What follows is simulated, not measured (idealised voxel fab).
The process module presented herein is designated voxel self aligned contacts.
For reference, the cross-section in this document is cut, with width 260 nm and square cells of 5 nm.
Cross-sections here: square-cell grids, written as top-down lists of bands, a band being one or more rows of cells. Heads up on the band format: heights come first, top then bottom, in nm. After that it's the materials left to right, each with its width in nm. A single material flagged "full width" fills the whole band edge to edge, and "empty" means there's empty space there. For the purposes of this specification, 0 denotes the height below which the wafer in its as-received condition is composed wholly of one material, and the lowermost band, lacking a lower limit, extends downward without end, as expressed in "top 0, no bottom". A two-number width, for instance "30->40", indicates that the width is equal to the first number in the top row of the band and to the second number in the bottom row, and that it changes by a constant amount per row of cells. Given "everything unchanged" for a step, no cell of the cross-section differs between before and after that step. "Closed void inventory": sealed empty spaces, 8 cells or more, no open way to top, listed width x height at distance, with distance from the left edge and width, height and distance in nm. If you see something after the settings on a step's line, that's the simulator's own remark about that step. "overlay nm" denotes, for a step that has a mask, the displacement of the mask to the right of its planned place, with negative values corresponding to the left.

**Planned process steps**
| 1 | RECEIVE,material Si |
| 2 | CONFORMAL_DEP,material SiO2,thk nm 5 |
| 3 | DIRECTIONAL_DEP,material polySi,thk nm 25 |
| 4 | DIRECTIONAL_DEP,material SiN,thk nm 20 |
| 5 | DIRECTIONAL_DEP,material aC,thk nm 10 |
| 6 | PATTERN,tone cover,mask id GATE,material resist,width nm 25,pitch nm 70,thk nm 25,overlay nm 0 |
| 7 | DIRECTIONAL_ETCH,etch materials aC,depth nm 10 |
| 8 | STRIP,etch materials resist |
| 9 | DIRECTIONAL_ETCH,etch materials SiN,depth nm 20 |
| 10 | DIRECTIONAL_ETCH,etch materials polySi,depth nm 25 |
| 11 | STRIP,etch materials aC |
| 12 | CONFORMAL_DEP,material SiN,thk nm 10 |
| 13 | DIRECTIONAL_ETCH,etch materials SiN,depth nm 10 |
| 14 | FILL_DEP,material SiO2,thk nm 15 |
| 15 | CMP,height nm 55 |
| 16 | MASKED_ETCH,tone open,mask id CONTACT,width nm 55,etch materials SiO2,depth nm 55,overlay nm 0 |
| 17 | CONFORMAL_DEP,material TiN,thk nm 5 |
| 18 | FILL_DEP,material W,thk nm 5 |
| 19 | CMP,height nm 55 |
| 20 | CONFORMAL_DEP,material SiCN,thk nm 5 |

**Cross-sectional view of the wafer in its as-received condition, corresponding to the state after step 1**
top 0, no bottom = Si full width
Closed void inventory: none

**First wafer of two, sectioned at end of module; run went per plan**
top 60, bottom 55 = SiCN full width
top 55, bottom 50 = 100 SiO2; 20 TiN; 15 W; 20 TiN; 105 SiO2
top 50, bottom 30 = 70 SiO2; 45 SiN; 5 TiN; 15 W; 5 TiN; 45 SiN; 75 SiO2
top 30, bottom 5 = 70 SiO2; 10 SiN; 25 polySi; 10 SiN; 5 TiN; 15 W; 5 TiN; 10 SiN; 25 polySi; 10 SiN; 75 SiO2
top 5, bottom 0 = 115 SiO2; 25 TiN; 120 SiO2
top 0, no bottom = Si full width
Closed void inventory: none

**Cross-section, second wafer: same start as the first, same plan as the first, one mistake in running it; taken at the end of the module**
top 60, bottom 55 = SiCN full width
top 55, bottom 40 = 70 SiO2; 45 SiN; 5 TiN; 15 W; 5 TiN; 45 SiN; 75 SiO2
top 40, bottom 20 = 70 SiO2; 10 SiN; 25 polySi; 10 SiN; 5 TiN; 15 W; 5 TiN; 10 SiN; 25 polySi; 10 SiN; 75 SiO2
top 20, bottom 15 = 70 SiO2; 10 SiN; 25 polySi; 10 SiN; 25 TiN; 10 SiN; 25 polySi; 10 SiN; 75 SiO2
top 15, bottom 5 = polySi full width
top 5, bottom 0 = SiO2 full width
top 0, no bottom = Si full width
Closed void inventory: none
The plan and the run diverged here: step 3 off recipe, ran as DIRECTIONAL_DEP,material polySi,thk nm 35
Counted in cells at the end, the second wafer holds more or fewer of these materials than the first: SiN -18 | SiO2 -65 | TiN -12 | W -9 | polySi +104
